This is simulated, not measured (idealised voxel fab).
process module | voxel transistor to metal
cross-section cut | 245 nm wide | cells 5 nm
A cross-section is a grid of square cells, given in bands from the top down. A band is one or more rows of cells.
Each band's line starts with the height of the band's top and of its bottom, in nm. Then come its materials from left to right, each with its width in nm. One material with "throughout" fills the band from edge to edge. "air" is empty space.
Height 0 is the level under which the wafer as received is all one material. The lowest band goes on downwards, as in "0 down".
A width such as "30 to 40" changes by the same amount from each row of cells to the next, from the band's top row to its bottom row.
"no change" after a step means that no cell of the cross-section changed.
closed voids: empty space of 8 cells or more with no open way to the top, each as width x height at its distance from the left edge, in nm
after a step's settings: what the simulator itself notes on the step
overlay nm, on a step with a mask: how far to the right of its planned place the mask lay; to the left if negative
plan
1 op RECEIVE | material Si
2 op OXIDIZE | depth nm 5
3 op CONFORMAL_DEP | material SiN | thk nm 10
4 op MASKED_ETCH | tone cover | mask id ACTIVE | width nm 95 | pitch nm 115 | etch materials SiN | depth nm 10 | overlay nm 0
5 op MASKED_ETCH | tone cover | mask id ACTIVE | width nm 95 | pitch nm 115 | etch materials SiO2 | depth nm 5 | overlay nm 0
6 op MASKED_ETCH | tone cover | mask id ACTIVE | width nm 95 | pitch nm 115 | etch materials Si | depth nm 35 | overlay nm 0
7 op OXIDIZE | depth nm 5
8 op FILL_DEP | material SiO2 | thk nm 10
9 op CMP | height nm 10
10 op SELECTIVE_ETCH | etch materials SiO2 | depth nm 10
11 op STRIP | etch materials SiN
12 op SELECTIVE_ETCH | etch materials SiO2 | depth nm 5
13 op OXIDIZE | depth nm 5
14 op DIRECTIONAL_DEP | material polySi | thk nm 30
15 op DIRECTIONAL_DEP | material SiCN | thk nm 15
16 op MASKED_ETCH | tone cover | mask id GATE | width nm 25 | pitch nm 115 | etch materials SiCN | depth nm 25 | overlay nm 0
17 op MASKED_ETCH | tone cover | mask id GATE | width nm 25 | pitch nm 115 | etch materials polySi | depth nm 40 | overlay nm 0
18 op CONFORMAL_DEP | material SiN | thk nm 10
19 op DIRECTIONAL_ETCH | etch materials SiN | depth nm 10
20 op DIRECTIONAL_ETCH | etch materials SiO2 | depth nm 5
21 op DIRECTIONAL_ETCH | etch materials Si | depth nm 10
22 op EPI | material SiGe | thk nm 10
23 op FILL_DEP | material SiO2 | thk nm 5
24 op CMP | height nm 25
25 op STRIP | etch materials polySi
26 op SELECTIVE_ETCH | etch materials SiO2 | depth nm 5
27 op CONFORMAL_DEP | material HfO2 | thk nm 5
28 op CONFORMAL_DEP | material TiN | thk nm 5
29 op FILL_DEP | material W | thk nm 10
30 op CMP | height nm 20
31 op DIRECTIONAL_DEP | material SiO2 | thk nm 15
32 op DIRECTIONAL_DEP | material aC | thk nm 10
33 op PATTERN | tone open | mask id CONTACT | material resist | width nm 15 | thk nm 30 | overlay nm 0
34 op DIRECTIONAL_ETCH | etch materials aC | depth nm 10
35 op STRIP | etch materials resist
36 op DIRECTIONAL_ETCH | etch materials SiO2 | depth nm 45
37 op STRIP | etch materials aC
38 op CONFORMAL_DEP | material TiN | thk nm 5
39 op FILL_DEP | material W | thk nm 5
40 op CMP | height nm 35
41 op CONFORMAL_DEP | material SiCN | thk nm 5
42 op DIRECTIONAL_DEP | material lowk | thk nm 25
43 op DIRECTIONAL_DEP | material aC | thk nm 15
44 op PATTERN | tone open | mask id METAL_1 | material resist | width nm 15 | thk nm 35 | overlay nm 0
45 op DIRECTIONAL_ETCH | etch materials aC | depth nm 15
46 op STRIP | etch materials resist
47 op DIRECTIONAL_ETCH | etch materials lowk | depth nm 25
48 op DIRECTIONAL_ETCH | etch materials SiCN | depth nm 5
49 op STRIP | etch materials aC
50 op CONFORMAL_DEP | material TiN | thk nm 5
51 op FILL_DEP | material Cu | thk nm 10
52 op CMP | height nm 65
53 op CONFORMAL_DEP | material SiCN | thk nm 5
54 op DIRECTIONAL_DEP | material SiO2 | thk nm 25
55 op DIRECTIONAL_DEP | material aC | thk nm 10
56 op PATTERN | tone open | mask id METAL_2 | material resist | width nm 15 | pitch nm 115 | thk nm 25 | overlay nm 0
57 op DIRECTIONAL_ETCH | etch materials aC | depth nm 10
58 op STRIP | etch materials resist
59 op DIRECTIONAL_ETCH | etch materials SiO2 | depth nm 15
60 op STRIP | etch materials aC
61 op DIRECTIONAL_DEP | material aC | thk nm 15
62 op PATTERN | tone open | mask id METAL_2_HOLES | material resist | width nm 15 | pitch nm 115 | thk nm 35 | overlay nm 0
63 op DIRECTIONAL_ETCH | etch materials aC | depth nm 15
64 op STRIP | etch materials resist
65 op DIRECTIONAL_ETCH | etch materials SiO2 | depth nm 10
66 op DIRECTIONAL_ETCH | etch materials SiCN | depth nm 5
67 op STRIP | etch materials aC
68 op CONFORMAL_DEP | material TiN | thk nm 5
69 op FILL_DEP | material Cu | thk nm 10
70 op CMP | height nm 95
71 op CONFORMAL_DEP | material SiN | thk nm 5
as received, after step 1
  0 down: Si throughout
  closed voids: none
first wafer at the end, as planned
  100 to 95: SiN throughout
  95 to 70: SiO2 20 | TiN 5 | Cu 5 | TiN 5 | SiO2 100 | TiN 5 | Cu 5 | TiN 5 | SiO2 95
  70 to 65: SiCN 20 | TiN 15 | SiCN 100 | TiN 15 | SiCN 95
  65 to 40: lowk 20 | TiN 5 | Cu 5 | TiN 5 | lowk 55 | TiN 5 | Cu 5 | TiN 5 | lowk 30 | TiN 5 | Cu 5 | TiN 5 | lowk 55 | TiN 5 | Cu 5 | TiN 5 | lowk 25
  40 to 35: SiCN 20 | TiN 15 | SiCN 55 | TiN 15 | SiCN 30 | TiN 15 | SiCN 55 | TiN 15 | SiCN 25
  35 to 20: SiO2 20 | TiN 5 | W 5 | TiN 5 | SiO2 55 | TiN 5 | W 5 | TiN 5 | SiO2 30 | TiN 5 | W 5 | TiN 5 | SiO2 55 | TiN 5 | W 5 | TiN 5 | SiO2 25
  20 to 5: SiO2 20 | TiN 5 | W 5 | TiN 5 | SiO2 5 | SiN 10 | HfO2 5 | TiN 5 | W 5 | TiN 5 | HfO2 5 | SiN 10 | SiO2 5 | TiN 5 | W 5 | TiN 5 | SiO2 30 | TiN 5 | W 5 | TiN 5 | SiO2 5 | SiN 10 | HfO2 5 | TiN 5 | W 5 | TiN 5 | HfO2 5 | SiN 10 | SiO2 5 | TiN 5 | W 5 | TiN 5 | SiO2 25
  5 to 0: SiO2 20 | TiN 15 | SiO2 5 | SiN 10 | HfO2 5 | TiN 5 | W 5 | TiN 5 | HfO2 5 | SiN 10 | SiO2 5 | TiN 15 | SiO2 30 | TiN 15 | SiO2 5 | SiN 10 | HfO2 5 | TiN 5 | W 5 | TiN 5 | HfO2 5 | SiN 10 | SiO2 5 | TiN 15 | SiO2 25
  0 to -5: SiO2 20 | TiN 10 | SiGe 10 | SiN 10 | HfO2 5 | TiN 15 | HfO2 5 | SiN 10 | SiGe 10 | TiN 10 | SiO2 30 | TiN 10 | SiGe 10 | SiN 10 | HfO2 5 | TiN 15 | HfO2 5 | SiN 10 | SiGe 10 | TiN 10 | SiO2 25
  -5 to -10: SiO2 20 | TiN 10 | SiGe 10 | SiO2 5 | HfO2 35 | SiO2 5 | SiGe 10 | TiN 10 | SiO2 30 | TiN 10 | SiGe 10 | SiO2 5 | HfO2 35 | SiO2 5 | SiGe 10 | TiN 10 | SiO2 25
  -10 to -20: SiO2 20 | SiGe 20 | Si 45 | SiGe 20 | SiO2 30 | SiGe 20 | Si 45 | SiGe 20 | SiO2 25
  -20 to -45: SiO2 20 | Si 85 | SiO2 30 | Si 85 | SiO2 25
  -45 down: Si throughout
  closed voids: none
second wafer at the end: like start, like plan, one mistake
  100 to 95: SiN throughout
  95 to 70: SiO2 20 | TiN 5 | lowk 5 | TiN 5 | SiO2 100 | TiN 5 | lowk 5 | TiN 5 | SiO2 95
  70 to 65: SiCN 20 | TiN 15 | SiCN 100 | TiN 15 | SiCN 95
  65 to 40: lowk 20 | TiN 5 | Cu 5 | TiN 5 | lowk 55 | TiN 5 | Cu 5 | TiN 5 | lowk 30 | TiN 5 | Cu 5 | TiN 5 | lowk 55 | TiN 5 | Cu 5 | TiN 5 | lowk 25
  40 to 35: SiCN 20 | TiN 15 | SiCN 55 | TiN 15 | SiCN 30 | TiN 15 | SiCN 55 | TiN 15 | SiCN 25
  35 to 20: SiO2 20 | TiN 5 | W 5 | TiN 5 | SiO2 55 | TiN 5 | W 5 | TiN 5 | SiO2 30 | TiN 5 | W 5 | TiN 5 | SiO2 55 | TiN 5 | W 5 | TiN 5 | SiO2 25
  20 to 5: SiO2 20 | TiN 5 | W 5 | TiN 5 | SiO2 5 | SiN 10 | HfO2 5 | TiN 5 | W 5 | TiN 5 | HfO2 5 | SiN 10 | SiO2 5 | TiN 5 | W 5 | TiN 5 | SiO2 30 | TiN 5 | W 5 | TiN 5 | SiO2 5 | SiN 10 | HfO2 5 | TiN 5 | W 5 | TiN 5 | HfO2 5 | SiN 10 | SiO2 5 | TiN 5 | W 5 | TiN 5 | SiO2 25
  5 to 0: SiO2 20 | TiN 15 | SiO2 5 | SiN 10 | HfO2 5 | TiN 5 | W 5 | TiN 5 | HfO2 5 | SiN 10 | SiO2 5 | TiN 15 | SiO2 30 | TiN 15 | SiO2 5 | SiN 10 | HfO2 5 | TiN 5 | W 5 | TiN 5 | HfO2 5 | SiN 10 | SiO2 5 | TiN 15 | SiO2 25
  0 to -5: SiO2 20 | TiN 10 | SiGe 10 | SiN 10 | HfO2 5 | TiN 15 | HfO2 5 | SiN 10 | SiGe 10 | TiN 10 | SiO2 30 | TiN 10 | SiGe 10 | SiN 10 | HfO2 5 | TiN 15 | HfO2 5 | SiN 10 | SiGe 10 | TiN 10 | SiO2 25
  -5 to -10: SiO2 20 | TiN 10 | SiGe 10 | SiO2 5 | HfO2 35 | SiO2 5 | SiGe 10 | TiN 10 | SiO2 30 | TiN 10 | SiGe 10 | SiO2 5 | HfO2 35 | SiO2 5 | SiGe 10 | TiN 10 | SiO2 25
  -10 to -20: SiO2 20 | SiGe 20 | Si 45 | SiGe 20 | SiO2 30 | SiGe 20 | Si 45 | SiGe 20 | SiO2 25
  -20 to -45: SiO2 20 | Si 85 | SiO2 30 | Si 85 | SiO2 25
  -45 down: Si throughout
  closed voids: none
what went wrong: step 69 ran as: op FILL_DEP | material lowk | thk nm 10
at the end the second wafer has, in cells: 10 fewer of Cu | 10 more of lowk
